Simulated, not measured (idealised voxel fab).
voxel self aligned vias: a process module
Square cells of 5 nm make up the cross-section cut, whose width is 280 nm.
Think of the cross-section as a grid of square cells. We describe it in bands, top to bottom, and each band covers one or more rows of those cells. It is stipulated that each band's entry specify, in nanometres, the height of the top of the band and then that of its bottom, followed by the materials of the band in left-to-right sequence, each together with its width in nanometres. A single material marked by the word "all across" is understood to fill the band from edge to edge; the word "blank" is understood to denote empty space. Convention: height 0 is the level below which the wafer, as received, is all one material. The lowest band does not terminate at the bottom but continues downward, represented as "0 and below". So if you see something like "30..40" for the width, read it as the top row of the band sitting at the first number and the bottom row at the second, with every row in between moving by the same amount as the last. When a step is marked "nothing different", none of the cells in the cross-section changed during that step. If an empty space has no open way to the top and is at least 8 cells in size, "Fully enclosed voids" lists it, written width x height at distance, where distance is measured from the left edge and every value is in nm. On each step's line, the part that comes after the settings is the simulator's own comment on the step. Regarding "overlay nm": on a step with a mask, it is the distance the mask lay to the right of its planned place; a negative value places it to the left.

## Planned process steps
| 1 | RECEIVE, material Si |
| 2 | CONFORMAL_DEP, material SiO2, thk nm 10 |
| 3 | CONFORMAL_DEP, material SiCN, thk nm 5 |
| 4 | DIRECTIONAL_DEP, material lowk, thk nm 20 |
| 5 | DIRECTIONAL_DEP, material aC, thk nm 10 |
| 6 | PATTERN, tone open, mask id LINES, material resist, width nm 25, pitch nm 70, thk nm 25, overlay nm 0 |
| 7 | DIRECTIONAL_ETCH, etch materials aC, depth nm 10 |
| 8 | STRIP, etch materials resist |
| 9 | DIRECTIONAL_ETCH, etch materials lowk, depth nm 20 |
| 10 | STRIP, etch materials aC |
| 11 | CONFORMAL_DEP, material TiN, thk nm 5 |
| 12 | FILL_DEP, material Ru, thk nm 10 |
| 13 | CMP, height nm 35 |
| 14 | SELECTIVE_ETCH, etch materials W Ru TiN, depth nm 10 |
| 15 | FILL_DEP, material SiN, thk nm 10 |
| 16 | CMP, height nm 35 |
| 17 | DIRECTIONAL_DEP, material lowk, thk nm 15 |
| 18 | DIRECTIONAL_DEP, material aC, thk nm 15 |
| 19 | PATTERN, tone open, mask id VIAS, material resist, width nm 45, pitch nm 70, thk nm 30, overlay nm 0 |
| 20 | DIRECTIONAL_ETCH, etch materials aC, depth nm 15 |
| 21 | STRIP, etch materials resist |
| 22 | DIRECTIONAL_ETCH, etch materials lowk, depth nm 15 |
| 23 | DIRECTIONAL_ETCH, etch materials SiN, depth nm 10 |
| 24 | STRIP, etch materials aC |
| 25 | CONFORMAL_DEP, material TiN, thk nm 5 |
| 26 | FILL_DEP, material W, thk nm 10 |
| 27 | CMP, height nm 50 |
| 28 | CONFORMAL_DEP, material SiCN, thk nm 5 |

## Cross-sectional view of the wafer in its as-received condition, corresponding to the state after step 1
0 and below = Si all across
Fully enclosed voids: none

## Wafer cross-section at module end: first of two, run to plan
55 down to 50 = SiCN all across
50 down to 40 = lowk (45) / TiN (5) / W (35) / TiN (5) / lowk (25) / TiN (5) / W (35) / TiN (5) / lowk (25) / TiN (5) / W (35) / TiN (5) / lowk (50)
40 down to 30 = lowk (45..55) / TiN (15..5) / W (15) / TiN (15..5) / lowk (25..45) / TiN (15..5) / W (15) / TiN (15..5) / lowk (25..45) / TiN (15..5) / W (15) / TiN (15..5) / lowk (50..60)
30 down to 25 = lowk (55) / TiN (25) / lowk (45) / TiN (25) / lowk (45) / TiN (25) / lowk (60)
25 down to 20 = lowk (55) / TiN (5) / Ru (15) / TiN (5) / lowk (45) / TiN (5) / Ru (15) / TiN (5) / lowk (45) / TiN (5) / Ru (15) / TiN (5) / lowk (60)
20 down to 15 = lowk (55) / TiN (25) / lowk (45) / TiN (25) / lowk (45) / TiN (25) / lowk (60)
15 down to 10 = SiCN all across
10 down to 0 = SiO2 all across
0 and below = Si all across
Fully enclosed voids: none

## second wafer at the end: like start, like plan, one mistake
55 down to 50 = SiCN all across
50 down to 40 = lowk (45) / TiN (5) / W (35) / TiN (5) / lowk (25) / TiN (5) / W (35) / TiN (5) / lowk (25) / TiN (5) / W (35) / TiN (5) / lowk (50)
40 down to 35 = lowk (45) / TiN (45) / lowk (25) / TiN (45) / lowk (25) / TiN (45) / lowk (50)
35 down to 30 = SiCN all across
30 down to 10 = lowk all across
10 down to 0 = SiO2 all across
0 and below = Si all across
Fully enclosed voids: none
what went wrong: steps 3 and 4 were swapped
Looking at both finished wafers in cells, the second ends up ahead of or behind the first on some materials: Ru -9, TiN -33, W -18, lowk +60
